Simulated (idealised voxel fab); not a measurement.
process module | voxel released beams
cross-section cut | 195 nm wide | cells 5 nm
A cross-section is a grid of square cells, given in bands from the top down. A band is one or more rows of cells.
Each band's line starts with the height of the band's top and of its bottom, in nm. Then come its materials from left to right, each with its width in nm. One material with "throughout" fills the band from edge to edge. "air" is empty space.
Height 0 is the level under which the wafer as received is all one material. The lowest band goes on downwards, as in "0 down".
A width such as "30 to 40" changes by the same amount from each row of cells to the next, from the band's top row to its bottom row.
"no change" after a step means that no cell of the cross-section changed.
closed voids: empty space of 8 cells or more with no open way to the top, each as width x height at its distance from the left edge, in nm
after a step's settings: what the simulator itself notes on the step
overlay nm, on a step with a mask: how far to the right of its planned place the mask lay; to the left if negative
plan
1 op RECEIVE | material Si
2 op CONFORMAL_DEP | material SiN | thk nm 10
3 op DIRECTIONAL_DEP | material SiO2 | thk nm 10
4 op DIRECTIONAL_DEP | material aC | thk nm 10
5 op PATTERN | tone open | mask id ANCHOR | material resist | width nm 45 | thk nm 25 | overlay nm 0
6 op DIRECTIONAL_ETCH | etch materials aC | depth nm 10
7 op STRIP | etch materials resist
8 op DIRECTIONAL_ETCH | etch materials SiO2 | depth nm 10
9 op STRIP | etch materials aC
10 op CONFORMAL_DEP | material polySi | thk nm 15
11 op DIRECTIONAL_DEP | material aC | thk nm 5
12 op PATTERN | tone cover | mask id BEAM | material resist | width nm 100 | thk nm 30 | overlay nm 0
13 op DIRECTIONAL_ETCH | etch materials aC | depth nm 15
14 op STRIP | etch materials resist
15 op DIRECTIONAL_ETCH | etch materials polySi | depth nm 15
16 op STRIP | etch materials aC
17 op STRIP | etch materials SiO2
varied across the wafers: thk nm of step 11. The plan shows the first wafer's value. All wafers start alike
first wafer as received, after step 1
  0 down: Si throughout
  closed voids: none
first wafer at the end, after step 17
  35 to 25: air 45 | polySi 20 | air 15 | polySi 65 | air 50
  25 to 20: air 45 | polySi 100 | air 50
  20 to 10: air 50 | polySi 45 | air 100
  10 to 0: SiN throughout
  0 down: Si throughout
  closed voids: none
last wafer at the end
  35 to 25: polySi 65 | air 15 | polySi 115
  25 to 20: polySi throughout
  20 to 10: SiO2 50 | polySi 45 | SiO2 100
  10 to 0: SiN throughout
  0 down: Si throughout
  closed voids: none
each wafer at the end: cells of each material gained (+) or lost (-) since it was received, then its closed voids
thk nm 5 | +78 SiN | +72 polySi | closed voids: none
thk nm 10 | +78 SiN | +72 polySi | closed voids: none
thk nm 15 | +78 SiN | +72 polySi | closed voids: none
thk nm 20 | +78 SiN | +60 SiO2 | +129 polySi | closed voids: none
thk nm 25 | +78 SiN | +60 SiO2 | +129 polySi | closed voids: none
thk nm 30 | +78 SiN | +60 SiO2 | +129 polySi | closed voids: none
